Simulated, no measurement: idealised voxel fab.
process module | voxel capacitor over wiring
cross-section cut | 170 nm wide | cells 5 nm
A cross-section is a grid of square cells, given in bands from the top down. A band is one or more rows of cells.
Each band's line starts with the height of the band's top and of its bottom, in nm. Then come its materials from left to right, each with its width in nm. One material with "throughout" fills the band from edge to edge. "air" is empty space.
Height 0 is the level under which the wafer as received is all one material. The lowest band goes on downwards, as in "0 down".
A width such as "30 to 40" changes by the same amount from each row of cells to the next, from the band's top row to its bottom row.
"no change" after a step means that no cell of the cross-section changed.
closed voids: empty space of 8 cells or more with no open way to the top, each as width x height at its distance from the left edge, in nm
after a step's settings: what the simulator itself notes on the step
overlay nm, on a step with a mask: how far to the right of its planned place the mask lay; to the left if negative
plan
1 op RECEIVE | material Si
2 op CONFORMAL_DEP | material SiO2 | thk nm 10
3 op DIRECTIONAL_DEP | material TiN | thk nm 5
4 op DIRECTIONAL_DEP | material Ru | thk nm 15
5 op DIRECTIONAL_DEP | material aC | thk nm 15
6 op PATTERN | tone cover | mask id METAL_1 | material resist | width nm 20 | pitch nm 80 | thk nm 35 | overlay nm 0
7 op DIRECTIONAL_ETCH | etch materials aC | depth nm 15
8 op STRIP | etch materials resist
9 op DIRECTIONAL_ETCH | etch materials Ru | depth nm 15
10 op DIRECTIONAL_ETCH | etch materials TiN | depth nm 5
11 op STRIP | etch materials aC
12 op FILL_DEP | material SiO2 | thk nm 10
13 op CMP | height nm 30
14 op CONFORMAL_DEP | material SiCN | thk nm 5
15 op DIRECTIONAL_DEP | material lowk | thk nm 15
16 op DIRECTIONAL_DEP | material aC | thk nm 15
17 op PATTERN | tone open | mask id PLUG_1 | material resist | width nm 15 | thk nm 30 | overlay nm 0
18 op DIRECTIONAL_ETCH | etch materials aC | depth nm 15
19 op STRIP | etch materials resist
20 op DIRECTIONAL_ETCH | etch materials lowk | depth nm 15
21 op DIRECTIONAL_ETCH | etch materials SiCN | depth nm 5
22 op STRIP | etch materials aC
23 op CONFORMAL_DEP | material TiN | thk nm 5
24 op FILL_DEP | material W | thk nm 5
25 op CMP | height nm 50
26 op DIRECTIONAL_DEP | material TiN | thk nm 10
27 op DIRECTIONAL_DEP | material SiN | thk nm 5
28 op DIRECTIONAL_DEP | material TiN | thk nm 10
29 op MASKED_ETCH | tone cover | mask id UPPER_PLATE | width nm 55 | etch materials TiN | depth nm 10 | overlay nm 0
30 op MASKED_ETCH | tone cover | mask id UPPER_PLATE | width nm 65 | etch materials SiN | depth nm 5 | overlay nm 0
31 op PATTERN | tone cover | mask id LOWER_PLATE | material resist | width nm 75 | thk nm 20 | overlay nm 0
32 op DIRECTIONAL_ETCH | etch materials TiN | depth nm 10
33 op STRIP | etch materials resist
34 op FILL_DEP | material SiO2 | thk nm 15
35 op CMP | height nm 85
36 op DIRECTIONAL_DEP | material aC | thk nm 15
37 op PATTERN | tone open | mask id PLUG_2 | material resist | width nm 15 | thk nm 30 | overlay nm 0
38 op DIRECTIONAL_ETCH | etch materials aC | depth nm 15
39 op STRIP | etch materials resist
40 op DIRECTIONAL_ETCH | etch materials SiO2 | depth nm 10
41 op STRIP | etch materials aC
42 op CONFORMAL_DEP | material TiN | thk nm 5
43 op FILL_DEP | material Cu | thk nm 5
44 op CMP | height nm 85
45 op CONFORMAL_DEP | material SiN | thk nm 5
varied across the wafers: width nm of step 29. The plan shows the first wafer's value. All wafers start alike
first wafer as received, after step 1
  0 down: Si throughout
  closed voids: none
first wafer at the end, after step 45
  90 to 85: SiN throughout
  85 to 80: SiO2 50 | TiN 5 | Cu 5 | TiN 5 | SiO2 105
  80 to 75: SiO2 50 | TiN 15 | SiO2 105
  75 to 65: SiO2 45 | TiN 55 | SiO2 70
  65 to 60: SiO2 40 | SiN 65 | SiO2 65
  60 to 50: SiO2 35 | TiN 75 | SiO2 60
  50 to 35: lowk 40 | TiN 5 | W 5 | TiN 5 | lowk 115
  35 to 30: SiCN 40 | TiN 15 | SiCN 115
  30 to 15: SiO2 35 | Ru 20 | SiO2 60 | Ru 20 | SiO2 35
  15 to 10: SiO2 35 | TiN 20 | SiO2 60 | TiN 20 | SiO2 35
  10 to 0: SiO2 throughout
  0 down: Si throughout
  closed voids: none
last wafer at the end
  90 to 85: SiN throughout
  85 to 80: SiO2 50 | TiN 5 | Cu 5 | TiN 5 | SiO2 105
  80 to 75: SiO2 50 | TiN 15 | SiO2 105
  75 to 65: SiO2 35 | TiN 75 | SiO2 60
  65 to 60: SiO2 35 | SiN 80 | SiO2 55
  60 to 50: SiO2 35 | TiN 80 | SiO2 55
  50 to 35: lowk 40 | TiN 5 | W 5 | TiN 5 | lowk 115
  35 to 30: SiCN 40 | TiN 15 | SiCN 115
  30 to 15: SiO2 35 | Ru 20 | SiO2 60 | Ru 20 | SiO2 35
  15 to 10: SiO2 35 | TiN 20 | SiO2 60 | TiN 20 | SiO2 35
  10 to 0: SiO2 throughout
  0 down: Si throughout
  closed voids: none
each wafer at the end: cells of each material gained (+) or lost (-) since it was received, then its closed voids
width nm 55 | +1 Cu | +24 Ru | +31 SiCN | +47 SiN | +339 SiO2 | +74 TiN | +3 W | +93 lowk | closed voids: none
width nm 60 | +1 Cu | +24 Ru | +31 SiCN | +47 SiN | +337 SiO2 | +76 TiN | +3 W | +93 lowk | closed voids: none
width nm 65 | +1 Cu | +24 Ru | +31 SiCN | +47 SiN | +335 SiO2 | +78 TiN | +3 W | +93 lowk | closed voids: none
width nm 70 | +1 Cu | +24 Ru | +31 SiCN | +48 SiN | +332 SiO2 | +80 TiN | +3 W | +93 lowk | closed voids: none
width nm 75 | +1 Cu | +24 Ru | +31 SiCN | +49 SiN | +329 SiO2 | +82 TiN | +3 W | +93 lowk | closed voids: none
width nm 80 | +1 Cu | +24 Ru | +31 SiCN | +50 SiN | +326 SiO2 | +84 TiN | +3 W | +93 lowk | closed voids: none
